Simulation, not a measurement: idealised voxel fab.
process module | voxel gate over fins
cross-section cut | 160 nm wide | cells 5 nm
A cross-section is a grid of square cells, given in bands from the top down. A band is one or more rows of cells.
Each band's line starts with the height of the band's top and of its bottom, in nm. Then come its materials from left to right, each with its width in nm. One material with "throughout" fills the band from edge to edge. "air" is empty space.
Height 0 is the level under which the wafer as received is all one material. The lowest band goes on downwards, as in "0 down".
A width such as "30 to 40" changes by the same amount from each row of cells to the next, from the band's top row to its bottom row.
"no change" after a step means that no cell of the cross-section changed.
closed voids: empty space of 8 cells or more with no open way to the top, each as width x height at its distance from the left edge, in nm
after a step's settings: what the simulator itself notes on the step
overlay nm, on a step with a mask: how far to the right of its planned place the mask lay; to the left if negative
plan
1 op RECEIVE | material Si
2 op CONFORMAL_DEP | material SiN | thk nm 5
3 op MASKED_ETCH | tone cover | mask id FINS | width nm 15 | pitch nm 40 | etch materials SiN | depth nm 5 | overlay nm 0
4 op MASKED_ETCH | tone cover | mask id FINS | width nm 15 | pitch nm 40 | etch materials Si | depth nm 30 | overlay nm 0
5 op OXIDIZE | depth nm 5
6 op FILL_DEP | material SiO2 | thk nm 15
7 op CMP | height nm 5
8 op SELECTIVE_ETCH | etch materials SiO2 | depth nm 15
9 op STRIP | etch materials SiN
10 op CONFORMAL_DEP | material HfO2 | thk nm 5
11 op CONFORMAL_DEP | material TiN | thk nm 5
12 op FILL_DEP | material W | thk nm 10
13 op CMP | height nm 15
14 op CONFORMAL_DEP | material SiCN | thk nm 10
as received, after step 1
  0 down: Si throughout
  closed voids: none
a wafer at the end: this start, this plan, one mistake
  25 to 15: SiCN throughout
  15 to 5: W throughout
  5 to 0: W 50 | TiN 15 | W 25 | TiN 15 | W 55
  0 to -5: W 50 | TiN 5 | Si 5 | TiN 5 | W 25 | TiN 5 | Si 5 | TiN 5 | W 55
  -5 to -10: TiN 55 | Si 5 | TiN 35 | Si 5 | TiN 60
  -10 to -35: SiO2 55 | Si 5 | SiO2 35 | Si 5 | SiO2 60
  -35 down: Si throughout
  closed voids: none
what went wrong: step 10 was left out
